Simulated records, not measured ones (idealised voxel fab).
process module | voxel gate over fins
cross-section cut | 240 nm wide | cells 5 nm
A cross-section is a grid of square cells, given in bands from the top down. A band is one or more rows of cells.
Each band's line starts with the height of the band's top and of its bottom, in nm. Then come its materials from left to right, each with its width in nm. One material with "throughout" fills the band from edge to edge. "air" is empty space.
Height 0 is the level under which the wafer as received is all one material. The lowest band goes on downwards, as in "0 down".
A width such as "30 to 40" changes by the same amount from each row of cells to the next, from the band's top row to its bottom row.
"no change" after a step means that no cell of the cross-section changed.
closed voids: empty space of 8 cells or more with no open way to the top, each as width x height at its distance from the left edge, in nm
after a step's settings: what the simulator itself notes on the step
overlay nm, on a step with a mask: how far to the right of its planned place the mask lay; to the left if negative
plan
1 op RECEIVE | material Si
2 op CONFORMAL_DEP | material SiN | thk nm 5
3 op PATTERN | tone cover | mask id FINS | material resist | width nm 15 | pitch nm 40 | thk nm 15 | overlay nm 0
4 op DIRECTIONAL_ETCH | etch materials SiN | depth nm 5
5 op DIRECTIONAL_ETCH | etch materials Si | depth nm 30
6 op STRIP | etch materials resist
7 op OXIDIZE | depth nm 5
8 op FILL_DEP | material SiO2 | thk nm 15
9 op CMP | height nm 5
10 op SELECTIVE_ETCH | etch materials SiO2 | depth nm 15
11 op STRIP | etch materials SiN
12 op CONFORMAL_DEP | material HfO2 | thk nm 5
13 op CONFORMAL_DEP | material TiN | thk nm 5
14 op FILL_DEP | material W | thk nm 10
15 op CMP | height nm 15
16 op CONFORMAL_DEP | material SiN | thk nm 5
varied across the wafers: width nm of step 3. The plan shows the first wafer's value. All wafers start alike
first wafer as received, after step 1
  0 down: Si throughout
  closed voids: none
each wafer at the end: cells of each material gained (+) or lost (-) since it was received, then its closed voids
width nm 15 | +64 HfO2 | -308 Si | +48 SiN | +220 SiO2 | +64 TiN | +104 W | closed voids: none
width nm 20 | +64 HfO2 | -280 Si | +48 SiN | +200 SiO2 | +64 TiN | +96 W | closed voids: none
width nm 25 | +64 HfO2 | -252 Si | +48 SiN | +180 SiO2 | +64 TiN | +88 W | closed voids: none
